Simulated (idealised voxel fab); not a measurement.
voxel quadruple lines: a process module
Cross-section cut: width 290 nm, square cells of 5 nm.
How to read a cross-section here: the picture is a grid of square cells, written as bands going from the top down, and any band can span one or more rows of cells. Quick guide to a band line: top height, bottom height (nm) up front; then every material left to right with its width in nm. Only one material and it's marked "full width"? Then it fills the band edge to edge. And "blank" just means empty space. Note: height 0 marks the level under which the wafer is uniformly one material as received. Lowest band unbounded below, written "0 -> down". Quick explanation for "30->40": the width changes in equal steps down the rows of cells, from the first number in the band's top row to the second number in its bottom row. It should be understood that the words "nothing different", when stated for a given step, signify that the cross-section underwent no change in any of its cells during that step. The entry titled "Sealed voids" provides the empty spaces that have no open way to the top, restricted to those of 8 cells or more. Each is presented as width x height at distance, the distance being measured from the left edge, with all three in nm. On a step's line, text after the settings is the simulator commenting on that step. A step line may carry the setting "overlay nm", which, for steps involving a mask, states the distance by which the mask lay to the right of its intended position; negative values denote displacement to the left.

Process steps foreseen in the plan
| 1 | RECEIVE,material Si |
| 2 | CONFORMAL_DEP,material SiO2,thk nm 10 |
| 3 | DIRECTIONAL_DEP,material W,thk nm 10 |
| 4 | DIRECTIONAL_DEP,material polySi,thk nm 15 |
| 5 | DIRECTIONAL_DEP,material aC,thk nm 25 |
| 6 | PATTERN,tone cover,mask id MANDREL,material resist,width nm 30,thk nm 30,overlay nm 0 |
| 7 | DIRECTIONAL_ETCH,etch materials aC,depth nm 25 |
| 8 | STRIP,etch materials resist |
| 9 | CONFORMAL_DEP,material SiO2,thk nm 10 |
| 10 | DIRECTIONAL_ETCH,etch materials SiO2,depth nm 10 |
| 11 | STRIP,etch materials aC |
| 12 | DIRECTIONAL_ETCH,etch materials polySi,depth nm 15 |
| 13 | STRIP,etch materials SiO2 |
| 14 | CONFORMAL_DEP,material SiCN,thk nm 10 |
| 15 | DIRECTIONAL_ETCH,etch materials SiCN,depth nm 10 |
| 16 | STRIP,etch materials polySi |
| 17 | DIRECTIONAL_ETCH,etch materials W,depth nm 10 |
| 18 | STRIP,etch materials SiCN |

Cross-section, incoming material, after step 1
0 -> down | Si full width
Sealed voids: none

Cross-section taken at module completion on the first of two wafers; processed per the plan
20 -> 10 | 110 of blank, then 10 of W, then 10 of blank, then 10 of W, then 10 of blank, then 10 of W, then 10 of blank, then 10 of W, then 110 of blank
10 -> 0 | SiO2 full width
0 -> down | Si full width
Sealed voids: none

End of module, second wafer, cross-section. Started like the first, planned like the first, run with one mistake
35 -> 20 | 110 of blank, then 10 of W, then 10 of polySi, then 10 of W, then 10 of blank, then 10 of W, then 10 of polySi, then 10 of W, then 110 of blank
20 -> 10 | W full width
10 -> 0 | SiO2 full width
0 -> down | Si full width
Sealed voids: none
Deviation noted in wafer processing: step 14 was run on a setting that differed from the plan, and what really ran there is CONFORMAL_DEP,material W,thk nm 10
Per the end-of-run cell counts, the second wafer holds more or fewer of some materials than the first: W: 124 more | polySi: 12 more
